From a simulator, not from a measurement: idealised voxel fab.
process module | voxel capacitor over wiring
cross-section cut | 245 nm wide | cells 5 nm
A cross-section is a grid of square cells, given in bands from the top down. A band is one or more rows of cells.
Each band's line starts with the height of the band's top and of its bottom, in nm. Then come its materials from left to right, each with its width in nm. One material with "throughout" fills the band from edge to edge. "air" is empty space.
Height 0 is the level under which the wafer as received is all one material. The lowest band goes on downwards, as in "0 down".
A width such as "30 to 40" changes by the same amount from each row of cells to the next, from the band's top row to its bottom row.
"no change" after a step means that no cell of the cross-section changed.
closed voids: empty space of 8 cells or more with no open way to the top, each as width x height at its distance from the left edge, in nm
after a step's settings: what the simulator itself notes on the step
overlay nm, on a step with a mask: how far to the right of its planned place the mask lay; to the left if negative
Each pair below shows a cross-section before one step and the cross-section after it, down to the lowest band that changed. The line under each pair gives the step between them, with its settings. The pairs can come from different runs of this module on the same starting wafer, so a pair continues from the pair above only where its "before" says so.
before
  0 down: Si throughout
  closed voids: none
after
  10 to 0: SiO2 throughout
  below 0: unchanged
  closed voids: none
the step between: op CONFORMAL_DEP | material SiO2 | thk nm 10
before: the cross-section after the pair above
after
  15 to 10: SiN throughout
  below 10: unchanged
  closed voids: none
the step between: op CONFORMAL_DEP | material SiN | thk nm 5
before: the cross-section after the pair above
after
  30 to 15: SiO2 throughout
  below 15: unchanged
  closed voids: none
the step between: op DIRECTIONAL_DEP | material SiO2 | thk nm 15
before: the cross-section after the pair above
after
  50 to 30: resist 60 | air 30 | resist 65 | air 30 | resist 60
  below 30: unchanged
  closed voids: none
the step between: op PATTERN | tone open | mask id METAL_1 | material resist | width nm 30 | pitch nm 95 | thk nm 20 | overlay nm 0
before: the cross-section after the pair above
after
  50 to 30: resist 60 | air 30 | resist 65 | air 30 | resist 60
  30 to 15: SiO2 60 | air 30 | SiO2 65 | air 30 | SiO2 60
  below 15: unchanged
  closed voids: none
the step between: op DIRECTIONAL_ETCH | etch materials SiO2 | depth nm 15
before: the cross-section after the pair above
after
  50 to 30: resist 60 | air 30 | resist 65 | air 30 | resist 60
  30 to 15: SiO2 60 | air 30 | SiO2 65 | air 30 | SiO2 60
  15 to 10: SiN 60 | air 30 | SiN 65 | air 30 | SiN 60
  below 10: unchanged
  closed voids: none
the step between: op DIRECTIONAL_ETCH | etch materials SiN | depth nm 5
before: the cross-section after the pair above
after
  30 to 15: SiO2 60 | air 30 | SiO2 65 | air 30 | SiO2 60
  below 15: unchanged
  closed voids: none
the step between: op STRIP | etch materials resist
before: the cross-section after the pair above
after
  35 to 30: TiN 65 | air 20 | TiN 75 | air 20 | TiN 65
  30 to 15: SiO2 60 | TiN 5 | air 20 | TiN 5 | SiO2 65 | TiN 5 | air 20 | TiN 5 | SiO2 60
  15 to 10: SiN 60 | TiN 30 | SiN 65 | TiN 30 | SiN 60
  below 10: unchanged
  closed voids: none
the step between: op CONFORMAL_DEP | material TiN | thk nm 5
before: the cross-section after the pair above
after
  40 to 35: W throughout
  35 to 30: TiN 65 | W 20 | TiN 75 | W 20 | TiN 65
  30 to 15: SiO2 60 | TiN 5 | W 20 | TiN 5 | SiO2 65 | TiN 5 | W 20 | TiN 5 | SiO2 60
  below 15: unchanged
  closed voids: none
the step between: op FILL_DEP | material W | thk nm 5
before: the cross-section after the pair above
after
  30 to 15: SiO2 60 | TiN 5 | W 20 | TiN 5 | SiO2 65 | TiN 5 | W 20 | TiN 5 | SiO2 60
  below 15: unchanged
  closed voids: none
the step between: op CMP | height nm 30
before: the cross-section after the pair above
after
  35 to 30: air 55 | Ru 40 | air 55 | Ru 40 | air 55
  below 30: unchanged
  closed voids: none
the step between: op EPI | material Ru | thk nm 5
before: the cross-section after the pair above
after
  40 to 35: SiCN throughout
  35 to 30: SiCN 55 | Ru 40 | SiCN 55 | Ru 40 | SiCN 55
  below 30: unchanged
  closed voids: none
the step between: op FILL_DEP | material SiCN | thk nm 5
before: the cross-section after the pair above
after
  60 to 40: lowk throughout
  below 40: unchanged
  closed voids: none
the step between: op DIRECTIONAL_DEP | material lowk | thk nm 20
before: the cross-section after the pair above
after
  70 to 60: aC throughout
  below 60: unchanged
  closed voids: none
the step between: op DIRECTIONAL_DEP | material aC | thk nm 10
before: the cross-section after the pair above
after
  100 to 70: resist 75 | air 15 | resist 155
  below 70: unchanged
  closed voids: none
the step between: op PATTERN | tone open | mask id PLUG_1 | material resist | width nm 15 | thk nm 30 | overlay nm 0
before: the cross-section after the pair above
after
  90 to 70: resist 75 | air 15 | resist 155
  70 to 60: aC 75 | air 15 | aC 155
  below 60: unchanged
  closed voids: none
the step between: op DIRECTIONAL_ETCH | etch materials aC | depth nm 10
before: the cross-section after the pair above
after
  70 to 60: aC 75 | air 15 | aC 155
  below 60: unchanged
  closed voids: none
the step between: op STRIP | etch materials resist
before: the cross-section after the pair above
after
  70 to 60: aC 75 | air 15 | aC 155
  60 to 40: lowk 75 | air 15 | lowk 155
  below 40: unchanged
  closed voids: none
the step between: op DIRECTIONAL_ETCH | etch materials lowk | depth nm 20
before: the cross-section after the pair above
after
  70 to 60: aC 75 | air 15 | aC 155
  60 to 40: lowk 75 | air 15 | lowk 155
  40 to 35: SiCN 75 | air 15 | SiCN 155
  below 35: unchanged
  closed voids: none
the step between: op DIRECTIONAL_ETCH | etch materials SiCN | depth nm 5
before: the cross-section after the pair above
after
  60 to 40: lowk 75 | air 15 | lowk 155
  below 40: unchanged
  closed voids: none
the step between: op STRIP | etch materials aC
before: the cross-section after the pair above
after
  60 to 45: lowk 75 | air 15 | lowk 155
  45 to 40: lowk 75 | Ru 15 | lowk 155
  40 to 35: SiCN 75 | Ru 15 | SiCN 155
  below 35: unchanged
  closed voids: none
the step between: op EPI | material Ru | thk nm 10
before: the cross-section after the pair above
after
  60 to 55: lowk 75 | air 15 | lowk 155
  55 to 40: lowk 75 | Ru 15 | lowk 155
  below 40: unchanged
  closed voids: none
the step between: op EPI | material Ru | thk nm 10
before: the cross-section after the pair above
after
  60 to 40: lowk 75 | Ru 15 | lowk 155
  below 40: unchanged
  closed voids: none
the step between: op EPI | material Ru | thk nm 5
before: the cross-section after the pair above
after
  65 to 60: TiN throughout
  below 60: unchanged
  closed voids: none
the step between: op DIRECTIONAL_DEP | material TiN | thk nm 5
before: the cross-section after the pair above
after
  70 to 65: Al2O3 throughout
  below 65: unchanged
  closed voids: none
the step between: op DIRECTIONAL_DEP | material Al2O3 | thk nm 5
before: the cross-section after the pair above
after
  75 to 70: TiN throughout
  below 70: unchanged
  closed voids: none
the step between: op DIRECTIONAL_DEP | material TiN | thk nm 5
before: the cross-section after the pair above
after
  95 to 75: air 75 | resist 70 | air 100
  below 75: unchanged
  closed voids: none
the step between: op PATTERN | tone cover | mask id UPPER_PLATE | material resist | width nm 70 | thk nm 20 | overlay nm 0
before: the cross-section after the pair above
after
  95 to 75: air 75 | resist 70 | air 100
  75 to 70: air 75 | TiN 70 | air 100
  below 70: unchanged
  closed voids: none
the step between: op DIRECTIONAL_ETCH | etch materials TiN | depth nm 5
before: the cross-section after the pair above
after
  95 to 75: air 75 | resist 70 | air 100
  75 to 70: air 75 | TiN 70 | air 100
  70 to 65: air 75 | Al2O3 70 | air 100
  below 65: unchanged
  closed voids: none
the step between: op DIRECTIONAL_ETCH | etch materials Al2O3 | depth nm 5
before: the cross-section after the pair above
after
  75 to 70: air 75 | TiN 70 | air 100
  below 70: unchanged
  closed voids: none
the step between: op STRIP | etch materials resist
before: the cross-section after the pair above
after
  85 to 75: air 75 | aC 70 | air 100
  75 to 70: aC 75 | TiN 70 | aC 100
  70 to 65: aC 75 | Al2O3 70 | aC 100
  below 65: unchanged
  closed voids: none
the step between: op DIRECTIONAL_DEP | material aC | thk nm 10
before: the cross-section after the pair above
after
  115 to 85: air 70 | resist 80 | air 95
  85 to 75: air 70 | resist 5 | aC 70 | resist 5 | air 95
  below 75: unchanged
  closed voids: none
the step between: op PATTERN | tone cover | mask id LOWER_PLATE | material resist | width nm 80 | thk nm 30 | overlay nm 0
before: the cross-section after the pair above
after
  105 to 85: air 70 | resist 80 | air 95
  85 to 75: air 70 | resist 5 | aC 70 | resist 5 | air 95
  75 to 70: air 70 | aC 5 | TiN 70 | aC 5 | air 95
  70 to 65: air 70 | aC 5 | Al2O3 70 | aC 5 | air 95
  below 65: unchanged
  closed voids: none
the step between: op DIRECTIONAL_ETCH | etch materials aC | depth nm 10
before: the cross-section after the pair above
after
  85 to 75: air 75 | aC 70 | air 100
  below 75: unchanged
  closed voids: none
the step between: op STRIP | etch materials resist
before: the cross-section after the pair above
after
  85 to 75: air 75 | aC 70 | air 100
  75 to 70: air 70 | aC 5 | TiN 70 | aC 5 | air 95
  70 to 65: air 70 | aC 5 | Al2O3 70 | aC 5 | air 95
  65 to 60: air 70 | TiN 80 | air 95
  below 60: unchanged
  closed voids: none
the step between: op DIRECTIONAL_ETCH | etch materials TiN | depth nm 5
before: the cross-section after the pair above
after
  75 to 70: air 75 | TiN 70 | air 100
  70 to 65: air 75 | Al2O3 70 | air 100
  below 65: unchanged
  closed voids: none
the step between: op STRIP | etch materials aC
before: the cross-section after the pair above
after
  90 to 75: SiO2 throughout
  75 to 70: SiO2 75 | TiN 70 | SiO2 100
  70 to 65: SiO2 75 | Al2O3 70 | SiO2 100
  65 to 60: SiO2 70 | TiN 80 | SiO2 95
  below 60: unchanged
  closed voids: none
the step between: op FILL_DEP | material SiO2 | thk nm 15
before: the cross-section after the pair above
after
  85 to 75: SiO2 throughout
  below 75: unchanged
  closed voids: none
the step between: op CMP | height nm 85
before: the cross-section after the pair above
after
  100 to 85: resist 85 | air 15 | resist 145
  below 85: unchanged
  closed voids: none
the step between: op PATTERN | tone open | mask id PLUG_2 | material resist | width nm 15 | thk nm 15 | overlay nm 0
before: the cross-section after the pair above
after
  100 to 85: resist 85 | air 15 | resist 145
  85 to 75: SiO2 85 | air 15 | SiO2 145
  below 75: unchanged
  closed voids: none
the step between: op DIRECTIONAL_ETCH | etch materials SiO2 | depth nm 10
before: the cross-section after the pair above
after
  85 to 75: SiO2 85 | air 15 | SiO2 145
  below 75: unchanged
  closed voids: none
the step between: op STRIP | etch materials resist
before: the cross-section after the pair above
after
  90 to 85: TiN 90 | air 5 | TiN 150
  85 to 80: SiO2 85 | TiN 5 | air 5 | TiN 5 | SiO2 145
  80 to 70: SiO2 85 to 75 | TiN 15 to 70 | SiO2 145 to 100
  below 70: unchanged
  closed voids: none
the step between: op CONFORMAL_DEP | material TiN | thk nm 5
before: the cross-section after the pair above
after
  95 to 90: Cu throughout
  90 to 85: TiN 90 | Cu 5 | TiN 150
  85 to 80: SiO2 85 | TiN 5 | Cu 5 | TiN 5 | SiO2 145
  below 80: unchanged
  closed voids: none
the step between: op FILL_DEP | material Cu | thk nm 5
before: the cross-section after the pair above
after
  85 to 80: SiO2 85 | TiN 5 | Cu 5 | TiN 5 | SiO2 145
  below 80: unchanged
  closed voids: none
the step between: op CMP | height nm 85
before: the cross-section after the pair above
after
  90 to 85: SiCN throughout
  below 85: unchanged
  closed voids: none
the step between: op CONFORMAL_DEP | material SiCN | thk nm 5
before
  65 to 60: TiN throughout
  60 to 40: lowk 75 | Ru 15 | lowk 155
  40 to 35: SiCN 75 | Ru 15 | SiCN 155
  35 to 30: SiCN 55 | Ru 40 | SiCN 55 | Ru 40 | SiCN 55
  30 to 15: SiO2 60 | TiN 5 | W 20 | TiN 5 | SiO2 65 | TiN 5 | W 20 | TiN 5 | SiO2 60
  15 to 10: SiN 60 | TiN 30 | SiN 65 | TiN 30 | SiN 60
  10 to 0: SiO2 throughout
  0 down: Si throughout
  closed voids: none
after
  70 to 60: TiN throughout
  below 60: unchanged
  closed voids: none
the step between: op DIRECTIONAL_DEP | material TiN | thk nm 5
before: the cross-section after the pair above
after
  90 to 70: air 75 | resist 70 | air 100
  below 70: unchanged
  closed voids: none
the step between: op PATTERN | tone cover | mask id UPPER_PLATE | material resist | width nm 70 | thk nm 20 | overlay nm 0
before: the cross-section after the pair above
after
  90 to 70: air 75 | resist 70 | air 100
  70 to 65: air 75 | TiN 70 | air 100
  below 65: unchanged
  closed voids: none
the step between: op DIRECTIONAL_ETCH | etch materials TiN | depth nm 5
before: the cross-section after the pair above
after
  70 to 65: air 75 | TiN 70 | air 100
  below 65: unchanged
  closed voids: none
the step between: op STRIP | etch materials resist
before: the cross-section after the pair above
after
  80 to 75: air 75 | aC 70 | air 100
  75 to 70: aC throughout
  70 to 65: aC 75 | TiN 70 | aC 100
  below 65: unchanged
  closed voids: none
the step between: op DIRECTIONAL_DEP | material aC | thk nm 10
before: the cross-section after the pair above
after
  110 to 80: air 70 | resist 80 | air 95
  80 to 75: air 70 | resist 5 | aC 70 | resist 5 | air 95
  below 75: unchanged
  closed voids: none
the step between: op PATTERN | tone cover | mask id LOWER_PLATE | material resist | width nm 80 | thk nm 30 | overlay nm 0
before: the cross-section after the pair above
after
  100 to 80: air 70 | resist 80 | air 95
  80 to 75: air 70 | resist 5 | aC 70 | resist 5 | air 95
  75 to 70: air 70 | aC 80 | air 95
  70 to 65: air 70 | aC 5 | TiN 70 | aC 5 | air 95
  below 65: unchanged
  closed voids: none
the step between: op DIRECTIONAL_ETCH | etch materials aC | depth nm 10
before: the cross-section after the pair above
after
  80 to 70: air 75 to 70 | aC 70 to 80 | air 100 to 95
  below 70: unchanged
  closed voids: none
the step between: op STRIP | etch materials resist
before: the cross-section after the pair above
after
  80 to 70: air 75 to 70 | aC 70 to 80 | air 100 to 95
  70 to 65: air 70 | aC 5 | TiN 70 | aC 5 | air 95
  65 to 60: air 70 | TiN 80 | air 95
  below 60: unchanged
  closed voids: none
the step between: op DIRECTIONAL_ETCH | etch materials TiN | depth nm 5
before: the cross-section after the pair above
after
  70 to 60: air 75 to 70 | TiN 70 to 80 | air 100 to 95
  below 60: unchanged
  closed voids: none
the step between: op STRIP | etch materials aC
before: the cross-section after the pair above
after
  85 to 70: SiO2 throughout
  70 to 60: SiO2 75 to 70 | TiN 70 to 80 | SiO2 100 to 95
  below 60: unchanged
  closed voids: none
the step between: op FILL_DEP | material SiO2 | thk nm 15
before: the cross-section after the pair above
after
  100 to 85: resist 85 | air 15 | resist 145
  below 85: unchanged
  closed voids: none
the step between: op PATTERN | tone open | mask id PLUG_2 | material resist | width nm 15 | thk nm 15 | overlay nm 0
before: the cross-section after the pair above
after
  100 to 85: resist 85 | air 15 | resist 145
  85 to 75: SiO2 85 | air 15 | SiO2 145
  below 75: unchanged
  closed voids: none
the step between: op DIRECTIONAL_ETCH | etch materials SiO2 | depth nm 10
before: the cross-section after the pair above
after
  85 to 75: SiO2 85 | air 15 | SiO2 145
  below 75: unchanged
  closed voids: none
the step between: op STRIP | etch materials resist
before: the cross-section after the pair above
after
  90 to 85: TiN 90 | air 5 | TiN 150
  85 to 80: SiO2 85 | TiN 5 | air 5 | TiN 5 | SiO2 145
  80 to 75: SiO2 85 | TiN 15 | SiO2 145
  below 75: unchanged
  closed voids: none
the step between: op CONFORMAL_DEP | material TiN | thk nm 5
before: the cross-section after the pair above
after
  95 to 90: Cu throughout
  90 to 85: TiN 90 | Cu 5 | TiN 150
  85 to 80: SiO2 85 | TiN 5 | Cu 5 | TiN 5 | SiO2 145
  below 80: unchanged
  closed voids: none
the step between: op FILL_DEP | material Cu | thk nm 5
before: the cross-section after the pair above
after
  85 to 80: SiO2 85 | TiN 5 | Cu 5 | TiN 5 | SiO2 145
  below 80: unchanged
  closed voids: none
the step between: op CMP | height nm 85
before: the cross-section after the pair above
after
  90 to 85: SiCN throughout
  below 85: unchanged
  closed voids: none
the step between: op CONFORMAL_DEP | material SiCN | thk nm 5
before
  60 to 40: lowk throughout
  40 to 35: SiCN throughout
  35 to 30: SiCN 55 | Ru 40 | SiCN 55 | Ru 40 | SiCN 55
  30 to 15: SiO2 60 | TiN 5 | W 20 | TiN 5 | SiO2 65 | TiN 5 | W 20 | TiN 5 | SiO2 60
  15 to 10: SiN 60 | TiN 30 | SiN 65 | TiN 30 | SiN 60
  10 to 0: SiO2 throughout
  0 down: Si throughout
  closed voids: none
after
  80 to 40: lowk throughout
  below 40: unchanged
  closed voids: none
the step between: op DIRECTIONAL_DEP | material lowk | thk nm 20
before: the cross-section after the pair above
after
  90 to 80: aC throughout
  below 80: unchanged
  closed voids: none
the step between: op DIRECTIONAL_DEP | material aC | thk nm 10
before: the cross-section after the pair above
after
  120 to 90: resist 75 | air 15 | resist 155
  below 90: unchanged
  closed voids: none
the step between: op PATTERN | tone open | mask id PLUG_1 | material resist | width nm 15 | thk nm 30 | overlay nm 0
before: the cross-section after the pair above
after
  110 to 90: resist 75 | air 15 | resist 155
  90 to 80: aC 75 | air 15 | aC 155
  below 80: unchanged
  closed voids: none
the step between: op DIRECTIONAL_ETCH | etch materials aC | depth nm 10
before: the cross-section after the pair above
after
  90 to 80: aC 75 | air 15 | aC 155
  below 80: unchanged
  closed voids: none
the step between: op STRIP | etch materials resist
before: the cross-section after the pair above
after
  90 to 80: aC 75 | air 15 | aC 155
  80 to 60: lowk 75 | air 15 | lowk 155
  below 60: unchanged
  closed voids: none
the step between: op DIRECTIONAL_ETCH | etch materials lowk | depth nm 20
before: the cross-section after the pair above
after
  80 to 60: lowk 75 | air 15 | lowk 155
  below 60: unchanged
  closed voids: none
the step between: op STRIP | etch materials aC
before: the cross-section after the pair above
after
  85 to 80: TiN 75 | air 15 | TiN 155
  80 to 65: lowk 75 | air 15 | lowk 155
  65 to 60: lowk 75 | TiN 15 | lowk 155
  below 60: unchanged
  closed voids: none
the step between: op DIRECTIONAL_DEP | material TiN | thk nm 5
before: the cross-section after the pair above
after
  90 to 85: Al2O3 75 | air 15 | Al2O3 155
  85 to 80: TiN 75 | air 15 | TiN 155
  80 to 70: lowk 75 | air 15 | lowk 155
  70 to 65: lowk 75 | Al2O3 15 | lowk 155
  below 65: unchanged
  closed voids: none
the step between: op DIRECTIONAL_DEP | material Al2O3 | thk nm 5
before: the cross-section after the pair above
after
  95 to 90: TiN 75 | air 15 | TiN 155
  90 to 85: Al2O3 75 | air 15 | Al2O3 155
  85 to 80: TiN 75 | air 15 | TiN 155
  80 to 75: lowk 75 | air 15 | lowk 155
  75 to 70: lowk 75 | TiN 15 | lowk 155
  below 70: unchanged
  closed voids: none
the step between: op DIRECTIONAL_DEP | material TiN | thk nm 5
before: the cross-section after the pair above
after
  115 to 95: air 75 | resist 70 | air 100
  95 to 90: TiN 75 | resist 15 | TiN 155
  90 to 85: Al2O3 75 | resist 15 | Al2O3 155
  85 to 80: TiN 75 | resist 15 | TiN 155
  80 to 75: lowk 75 | resist 15 | lowk 155
  below 75: unchanged
  closed voids: none
the step between: op PATTERN | tone cover | mask id UPPER_PLATE | material resist | width nm 70 | thk nm 20 | overlay nm 0
before: the cross-section after the pair above
after
  115 to 95: air 75 | resist 70 | air 100
  95 to 90: air 75 | resist 15 | TiN 55 | air 100
  below 90: unchanged
  closed voids: none
the step between: op DIRECTIONAL_ETCH | etch materials TiN | depth nm 5
before: the cross-section after the pair above
after
  115 to 95: air 75 | resist 70 | air 100
  95 to 90: air 75 | resist 15 | TiN 55 | air 100
  90 to 85: air 75 | resist 15 | Al2O3 55 | air 100
  below 85: unchanged
  closed voids: none
the step between: op DIRECTIONAL_ETCH | etch materials Al2O3 | depth nm 5
before: the cross-section after the pair above
after
  95 to 90: air 90 | TiN 55 | air 100
  90 to 85: air 90 | Al2O3 55 | air 100
  85 to 80: TiN 75 | air 15 | TiN 155
  80 to 75: lowk 75 | air 15 | lowk 155
  below 75: unchanged
  closed voids: none
the step between: op STRIP | etch materials resist
before: the cross-section after the pair above
after
  105 to 95: air 90 | aC 55 | air 100
  95 to 90: aC 75 | air 15 | TiN 55 | aC 100
  90 to 85: aC 75 | air 15 | Al2O3 55 | aC 100
  85 to 80: TiN 75 | aC 15 | TiN 155
  80 to 75: lowk 75 | aC 15 | lowk 155
  below 75: unchanged
  closed voids: none
the step between: op DIRECTIONAL_DEP | material aC | thk nm 10
before: the cross-section after the pair above
after
  135 to 105: air 70 | resist 80 | air 95
  105 to 95: air 70 | resist 20 | aC 55 | resist 5 | air 95
  95 to 90: aC 75 | resist 15 | TiN 55 | aC 100
  90 to 85: aC 75 | resist 15 | Al2O3 55 | aC 100
  below 85: unchanged
  closed voids: none
the step between: op PATTERN | tone cover | mask id LOWER_PLATE | material resist | width nm 80 | thk nm 30 | overlay nm 0
before: the cross-section after the pair above
after
  125 to 105: air 70 | resist 80 | air 95
  105 to 95: air 70 | resist 20 | aC 55 | resist 5 | air 95
  95 to 90: air 70 | aC 5 | resist 15 | TiN 55 | aC 5 | air 95
  90 to 85: air 70 | aC 5 | resist 15 | Al2O3 55 | aC 5 | air 95
  below 85: unchanged
  closed voids: none
the step between: op DIRECTIONAL_ETCH | etch materials aC | depth nm 10
before: the cross-section after the pair above
after
  105 to 95: air 90 | aC 55 | air 100
  95 to 90: air 70 | aC 5 | air 15 | TiN 55 | aC 5 | air 95
  90 to 85: air 70 | aC 5 | air 15 | Al2O3 55 | aC 5 | air 95
  below 85: unchanged
  closed voids: none
the step between: op STRIP | etch materials resist
before: the cross-section after the pair above
after
  105 to 95: air 90 | aC 55 | air 100
  95 to 90: air 70 | aC 5 | air 15 | TiN 55 | aC 5 | air 95
  90 to 85: air 70 | aC 5 | air 15 | Al2O3 55 | aC 5 | air 95
  85 to 80: air 70 | TiN 5 | aC 15 | TiN 60 | air 95
  below 80: unchanged
  closed voids: none
the step between: op DIRECTIONAL_ETCH | etch materials TiN | depth nm 5
before: the cross-section after the pair above
after
  95 to 90: air 90 | TiN 55 | air 100
  90 to 85: air 90 | Al2O3 55 | air 100
  85 to 80: air 70 | TiN 5 | air 15 | TiN 60 | air 95
  80 to 75: lowk 75 | air 15 | lowk 155
  below 75: unchanged
  closed voids: none
the step between: op STRIP | etch materials aC
before: the cross-section after the pair above
after
  110 to 95: SiO2 throughout
  95 to 90: SiO2 90 | TiN 55 | SiO2 100
  90 to 85: SiO2 90 | Al2O3 55 | SiO2 100
  85 to 80: SiO2 70 | TiN 5 | SiO2 15 | TiN 60 | SiO2 95
  80 to 75: lowk 75 | SiO2 15 | lowk 155
  below 75: unchanged
  closed voids: none
the step between: op FILL_DEP | material SiO2 | thk nm 15
before: the cross-section after the pair above
after
  85 to 80: SiO2 70 | TiN 5 | SiO2 15 | TiN 60 | SiO2 95
  below 80: unchanged
  closed voids: none
the step between: op CMP | height nm 85
before: the cross-section after the pair above
after
  100 to 85: resist 85 | air 15 | resist 145
  below 85: unchanged
  closed voids: none
the step between: op PATTERN | tone open | mask id PLUG_2 | material resist | width nm 15 | thk nm 15 | overlay nm 0
before: the cross-section after the pair above
after
  100 to 85: resist 85 | air 15 | resist 145
  85 to 80: SiO2 70 | TiN 5 | SiO2 10 | air 5 | TiN 60 | SiO2 95
  80 to 75: lowk 75 | SiO2 10 | air 5 | lowk 155
  below 75: unchanged
  closed voids: none
the step between: op DIRECTIONAL_ETCH | etch materials SiO2 | depth nm 10
before: the cross-section after the pair above
after
  85 to 80: SiO2 70 | TiN 5 | SiO2 10 | air 5 | TiN 60 | SiO2 95
  below 80: unchanged
  closed voids: none
the step between: op STRIP | etch materials resist
before: the cross-section after the pair above
after
  90 to 85: TiN throughout
  85 to 80: SiO2 70 | TiN 5 | SiO2 10 | TiN 65 | SiO2 95
  80 to 75: lowk 75 | SiO2 10 | TiN 5 | lowk 155
  below 75: unchanged
  closed voids: none
the step between: op CONFORMAL_DEP | material TiN | thk nm 5
before: the cross-section after the pair above
after
  95 to 90: Cu throughout
  below 90: unchanged
  closed voids: none
the step between: op FILL_DEP | material Cu | thk nm 5
before: the cross-section after the pair above
after
  85 to 80: SiO2 70 | TiN 5 | SiO2 10 | TiN 65 | SiO2 95
  below 80: unchanged
  closed voids: none
the step between: op CMP | height nm 85
before: the cross-section after the pair above
after
  90 to 85: SiCN throughout
  below 85: unchanged
  closed voids: none
the step between: op CONFORMAL_DEP | material SiCN | thk nm 5
before
  60 to 40: lowk 75 | Ru 15 | lowk 155
  40 to 35: SiCN 75 | Ru 15 | SiCN 155
  35 to 30: SiCN 55 | Ru 40 | SiCN 55 | Ru 40 | SiCN 55
  30 to 15: SiO2 60 | TiN 5 | W 20 | TiN 5 | SiO2 65 | TiN 5 | W 20 | TiN 5 | SiO2 60
  15 to 10: SiN 60 | TiN 30 | SiN 65 | TiN 30 | SiN 60
  10 to 0: SiO2 throughout
  0 down: Si throughout
  closed voids: none
after
  65 to 60: Al2O3 throughout
  below 60: unchanged
  closed voids: none
the step between: op DIRECTIONAL_DEP | material Al2O3 | thk nm 5
before: the cross-section after the pair above
after
  70 to 65: TiN throughout
  below 65: unchanged
  closed voids: none
the step between: op DIRECTIONAL_DEP | material TiN | thk nm 5
before: the cross-section after the pair above
after
  75 to 65: TiN throughout
  below 65: unchanged
  closed voids: none
the step between: op DIRECTIONAL_DEP | material TiN | thk nm 5
before: the cross-section after the pair above
after
  95 to 75: air 75 | resist 70 | air 100
  below 75: unchanged
  closed voids: none
the step between: op PATTERN | tone cover | mask id UPPER_PLATE | material resist | width nm 70 | thk nm 20 | overlay nm 0
before: the cross-section after the pair above
after
  95 to 75: air 75 | resist 70 | air 100
  75 to 70: air 75 | TiN 70 | air 100
  below 70: unchanged
  closed voids: none
the step between: op DIRECTIONAL_ETCH | etch materials TiN | depth nm 5
before: the cross-section after the pair above
after
  75 to 70: air 75 | TiN 70 | air 100
  below 70: unchanged
  closed voids: none
the step between: op STRIP | etch materials resist
before: the cross-section after the pair above
after
  85 to 80: air 75 | aC 70 | air 100
  80 to 75: aC throughout
  75 to 70: aC 75 | TiN 70 | aC 100
  below 70: unchanged
  closed voids: none
the step between: op DIRECTIONAL_DEP | material aC | thk nm 10
before: the cross-section after the pair above
after
  115 to 85: air 70 | resist 80 | air 95
  85 to 80: air 70 | resist 5 | aC 70 | resist 5 | air 95
  below 80: unchanged
  closed voids: none
the step between: op PATTERN | tone cover | mask id LOWER_PLATE | material resist | width nm 80 | thk nm 30 | overlay nm 0
before: the cross-section after the pair above
after
  105 to 85: air 70 | resist 80 | air 95
  85 to 80: air 70 | resist 5 | aC 70 | resist 5 | air 95
  80 to 75: air 70 | aC 80 | air 95
  75 to 70: air 70 | aC 5 | TiN 70 | aC 5 | air 95
  below 70: unchanged
  closed voids: none
the step between: op DIRECTIONAL_ETCH | etch materials aC | depth nm 10
before: the cross-section after the pair above
after
  85 to 75: air 75 to 70 | aC 70 to 80 | air 100 to 95
  below 75: unchanged
  closed voids: none
the step between: op STRIP | etch materials resist
before: the cross-section after the pair above
after
  85 to 75: air 75 to 70 | aC 70 to 80 | air 100 to 95
  75 to 70: air 70 | aC 5 | TiN 70 | aC 5 | air 95
  70 to 65: air 70 | TiN 80 | air 95
  below 65: unchanged
  closed voids: none
the step between: op DIRECTIONAL_ETCH | etch materials TiN | depth nm 5
before: the cross-section after the pair above
after
  75 to 65: air 75 to 70 | TiN 70 to 80 | air 100 to 95
  below 65: unchanged
  closed voids: none
the step between: op STRIP | etch materials aC
before: the cross-section after the pair above
after
  90 to 75: SiO2 throughout
  75 to 65: SiO2 75 to 70 | TiN 70 to 80 | SiO2 100 to 95
  below 65: unchanged
  closed voids: none
the step between: op FILL_DEP | material SiO2 | thk nm 15
before: the cross-section after the pair above
after
  85 to 75: SiO2 throughout
  below 75: unchanged
  closed voids: none
the step between: op CMP | height nm 85
before: the cross-section after the pair above
after
  100 to 85: resist 85 | air 15 | resist 145
  below 85: unchanged
  closed voids: none
the step between: op PATTERN | tone open | mask id PLUG_2 | material resist | width nm 15 | thk nm 15 | overlay nm 0
before: the cross-section after the pair above
after
  100 to 85: resist 85 | air 15 | resist 145
  85 to 75: SiO2 85 | air 15 | SiO2 145
  below 75: unchanged
  closed voids: none
the step between: op DIRECTIONAL_ETCH | etch materials SiO2 | depth nm 10
before: the cross-section after the pair above
after
  85 to 75: SiO2 85 | air 15 | SiO2 145
  below 75: unchanged
  closed voids: none
the step between: op STRIP | etch materials resist
before: the cross-section after the pair above
after
  90 to 85: TiN 90 | air 5 | TiN 150
  85 to 80: SiO2 85 | TiN 5 | air 5 | TiN 5 | SiO2 145
  80 to 70: SiO2 85 to 75 | TiN 15 to 70 | SiO2 145 to 100
  below 70: unchanged
  closed voids: none
the step between: op CONFORMAL_DEP | material TiN | thk nm 5
before: the cross-section after the pair above
after
  95 to 90: Cu throughout
  90 to 85: TiN 90 | Cu 5 | TiN 150
  85 to 80: SiO2 85 | TiN 5 | Cu 5 | TiN 5 | SiO2 145
  below 80: unchanged
  closed voids: none
the step between: op FILL_DEP | material Cu | thk nm 5
before: the cross-section after the pair above
after
  85 to 80: SiO2 85 | TiN 5 | Cu 5 | TiN 5 | SiO2 145
  below 80: unchanged
  closed voids: none
the step between: op CMP | height nm 85
before: the cross-section after the pair above
after
  90 to 85: SiCN throughout
  below 85: unchanged
  closed voids: none
the step between: op CONFORMAL_DEP | material SiCN | thk nm 5
before
  95 to 90: Cu throughout
  90 to 85: TiN 90 | Cu 5 | TiN 150
  85 to 80: SiO2 85 | TiN 5 | Cu 5 | TiN 5 | SiO2 145
  80 to 70: SiO2 85 to 75 | TiN 15 to 70 | SiO2 145 to 100
  70 to 65: SiO2 75 | Al2O3 70 | SiO2 100
  65 to 60: SiO2 70 | TiN 80 | SiO2 95
  60 to 40: lowk 75 | Ru 15 | lowk 155
  40 to 35: SiCN 75 | Ru 15 | SiCN 155
  35 to 30: SiCN 55 | Ru 40 | SiCN 55 | Ru 40 | SiCN 55
  30 to 15: SiO2 60 | TiN 5 | W 20 | TiN 5 | SiO2 65 | TiN 5 | W 20 | TiN 5 | SiO2 60
  15 to 10: SiN 60 | TiN 30 | SiN 65 | TiN 30 | SiN 60
  10 to 0: SiO2 throughout
  0 down: Si throughout
  closed voids: none
after
  90 to 85: TiN 90 | Cu 5 | TiN 150
  below 85: unchanged
  closed voids: none
the step between: op CMP | height nm 90
before: the cross-section after the pair above
after
  95 to 90: SiCN throughout
  below 90: unchanged
  closed voids: none
the step between: op CONFORMAL_DEP | material SiCN | thk nm 5
